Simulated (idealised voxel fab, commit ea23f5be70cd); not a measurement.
process module | voxel gate over fins
cross-section cut | 280 nm wide | cells 5 nm
A cross-section is a grid of square cells, given in bands from the top down. A band is one or more rows of cells.
Each band's line starts with the height of the band's top and of its bottom, in nm. Then come its materials from left to right, each with its width in nm. One material with "throughout" fills the band from edge to edge. "air" is empty space.
Height 0 is the level under which the wafer as received is all one material. The lowest band goes on downwards, as in "0 down".
A width such as "30 to 40" changes by the same amount from each row of cells to the next, from the band's top row to its bottom row.
"no change" after a step means that no cell of the cross-section changed.
closed voids: empty space of 8 cells or more with no open way to the top, each as width x height at its distance from the left edge, in nm
after a step's settings: what the simulator itself notes on the step
overlay nm, on a step with a mask: how far to the right of its planned place the mask lay; to the left if negative
plan
1 op RECEIVE | material Si
2 op CONFORMAL_DEP | material SiN | thk nm 5
3 op PATTERN | tone cover | mask id FINS | material resist | width nm 15 | pitch nm 45 | thk nm 20 | overlay nm 0
4 op DIRECTIONAL_ETCH | etch materials SiN | depth nm 5
5 op DIRECTIONAL_ETCH | etch materials Si | depth nm 30
6 op STRIP | etch materials resist
7 op FILL_DEP | material SiO2 | thk nm 5
8 op CMP | height nm 5
9 op SELECTIVE_ETCH | etch materials SiO2 | depth nm 15
10 op STRIP | etch materials SiN
11 op CONFORMAL_DEP | material HfO2 | thk nm 5
12 op CONFORMAL_DEP | material TiN | thk nm 5
13 op FILL_DEP | material W | thk nm 10
14 op CMP | height nm 15
15 op CONFORMAL_DEP | material SiCN | thk nm 5
as received, after step 1
  0 down: Si throughout
  closed voids: none
first wafer at the end, as planned
  20 to 15: SiCN throughout
  15 to 10: W throughout
  10 to 5: W 100 | TiN 35 | W 10 | TiN 35 | W 100
  5 to 0: W 100 | TiN 5 | HfO2 25 | TiN 5 | W 10 | TiN 5 | HfO2 25 | TiN 5 | W 100
  0 to -5: TiN 105 | HfO2 5 | Si 15 | HfO2 5 | TiN 20 | HfO2 5 | Si 15 | HfO2 5 | TiN 105
  -5 to -10: HfO2 110 | Si 15 | HfO2 30 | Si 15 | HfO2 110
  -10 to -30: SiO2 110 | Si 15 | SiO2 30 | Si 15 | SiO2 110
  -30 down: Si throughout
  closed voids: none
second wafer at the end: like start, like plan, one mistake
  20 to 15: SiCN throughout
  15 to 10: W throughout
  10 to 5: W 100 | TiN 35 | W 10 | TiN 35 | W 100
  5 to 0: W 100 | TiN 5 | HfO2 25 | TiN 5 | W 10 | TiN 5 | HfO2 25 | TiN 5 | W 100
  0 to -5: TiN 105 | HfO2 5 | Si 15 | HfO2 5 | TiN 20 | HfO2 5 | Si 15 | HfO2 5 | TiN 105
  -5 to -10: HfO2 110 | Si 15 | HfO2 30 | Si 15 | HfO2 110
  -10 to -60: SiO2 110 | Si 15 | SiO2 30 | Si 15 | SiO2 110
  -60 down: Si throughout
  closed voids: none
what went wrong: step 5 was run twice
at the end the second wafer has, in cells: 300 fewer of Si | 300 more of SiO2
